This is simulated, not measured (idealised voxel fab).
The following process module bears the name voxel tone inversion.
For reference, the cross-section in this document is cut, with width 205 nm and square cells of 5 nm.
Notation: cross-section as square-cell grid; stated in bands, top first, going down; one or more cell rows per band. The entry gives the band's vertical extent as a top height and a bottom height in nm, then its horizontal make-up as materials from left to right, each with a width in nm. "empty" stands for empty space; a single material marked "edge to edge" fills the band edge to edge. Note: height 0 marks the level under which the wafer is uniformly one material as received. Lowest band unbounded below, written "0..down". A width given as "30 to 40" starts at the first number in the band's top row and ends at the second number in its bottom row, shifting by an equal amount at every step from row to row. Take "nothing altered" at face value: in the step it is given for, the cross-section changed in none of its cells. You'll see "Fully sealed voids" listing empty spaces that have no way open to the top, as long as they're 8 cells or more; the notation is width x height at distance, where the distance is from the left edge, and all of it is in nm. Read whatever lies past the settings on a step's line as the simulator's own remark about the step. overlay nm: where the mask lay relative to plan, measured to the right, on steps with a mask; negatives go left.
[Planned step list for the process]
1: RECEIVE (material Si)
2: CONFORMAL_DEP (material SiN; thk nm 10)
3: DIRECTIONAL_DEP (material polySi; thk nm 15)
4: PATTERN (tone cover; mask id POSTS; material resist; width nm 20; pitch nm 35; thk nm 20; overlay nm 0)
5: DIRECTIONAL_ETCH (etch materials polySi; depth nm 15)
6: STRIP (etch materials resist)
7: FILL_DEP (material SiO2; thk nm 5)
8: CMP (height nm 25)
9: STRIP (etch materials polySi)
10: CONFORMAL_DEP (material TiN; thk nm 5)
11: FILL_DEP (material W; thk nm 10)
12: CMP (height nm 25)
13: CONFORMAL_DEP (material SiCN; thk nm 5)
[Account of the first of two wafers, which was processed as intended]
[As received (post step 1): cross-section]
	0..down | Si edge to edge
	Fully sealed voids: none
[Wafer section view after processing step 2]
	10..0 | SiN edge to edge
	Below 0, no change.
[Wafer section view after processing step 3]
	25..10 | polySi edge to edge
	Below 10, no change.
[Wafer section view after processing step 4]
	45..25 | empty=40  resist=20  empty=15  resist=20  empty=15  resist=20  empty=15  resist=20  empty=40
	Below 25, no change.
[Wafer section view after processing step 5]
	45..25 | empty=40  resist=20  empty=15  resist=20  empty=15  resist=20  empty=15  resist=20  empty=40
	25..10 | empty=40  polySi=20  empty=15  polySi=20  empty=15  polySi=20  empty=15  polySi=20  empty=40
	Below 10, no change.
[Wafer section view after processing step 6]
	25..10 | empty=40  polySi=20  empty=15  polySi=20  empty=15  polySi=20  empty=15  polySi=20  empty=40
	Below 10, no change.
[Wafer section view after processing step 7]
	30..25 | SiO2 edge to edge
	25..10 | SiO2=40  polySi=20  SiO2=15  polySi=20  SiO2=15  polySi=20  SiO2=15  polySi=20  SiO2=40
	Below 10, no change.
[Wafer section view after processing step 8]
	25..10 | SiO2=40  polySi=20  SiO2=15  polySi=20  SiO2=15  polySi=20  SiO2=15  polySi=20  SiO2=40
	Below 10, no change.
[Wafer section view after processing step 9]
	25..10 | SiO2=40  empty=20  SiO2=15  empty=20  SiO2=15  empty=20  SiO2=15  empty=20  SiO2=40
	Below 10, no change.
[Wafer section view after processing step 10]
	30..25 | TiN=45  empty=10  TiN=25  empty=10  TiN=25  empty=10  TiN=25  empty=10  TiN=45
	25..15 | SiO2=40  TiN=5  empty=10  TiN=5  SiO2=15  TiN=5  empty=10  TiN=5  SiO2=15  TiN=5  empty=10  TiN=5  SiO2=15  TiN=5  empty=10  TiN=5  SiO2=40
	15..10 | SiO2=40  TiN=20  SiO2=15  TiN=20  SiO2=15  TiN=20  SiO2=15  TiN=20  SiO2=40
	Below 10, no change.
[Wafer section view after processing step 11]
	40..30 | W edge to edge
	30..25 | TiN=45  W=10  TiN=25  W=10  TiN=25  W=10  TiN=25  W=10  TiN=45
	25..15 | SiO2=40  TiN=5  W=10  TiN=5  SiO2=15  TiN=5  W=10  TiN=5  SiO2=15  TiN=5  W=10  TiN=5  SiO2=15  TiN=5  W=10  TiN=5  SiO2=40
	Below 15, no change.
[Wafer section view after processing step 12]
	25..15 | SiO2=40  TiN=5  W=10  TiN=5  SiO2=15  TiN=5  W=10  TiN=5  SiO2=15  TiN=5  W=10  TiN=5  SiO2=15  TiN=5  W=10  TiN=5  SiO2=40
	Below 15, no change.
[Wafer section view after processing step 13]
	30..25 | SiCN edge to edge
	Below 25, no change.
[Notes, second wafer: start = first wafer's, plan = first wafer's, execution had one mistake; history identical to first through step 11]
Cross-section: second wafer, time at which step 12 was scheduled to end: nothing altered
[Cross-section: second wafer, time at which step 13 was scheduled to end]
	45..40 | SiCN edge to edge
	Below 40, no change.
Here's what went sideways: skipped: plan step 12 (never run)
Per the end-of-run cell counts, the second wafer holds more or fewer of some materials than the first: +33 TiN | +90 W
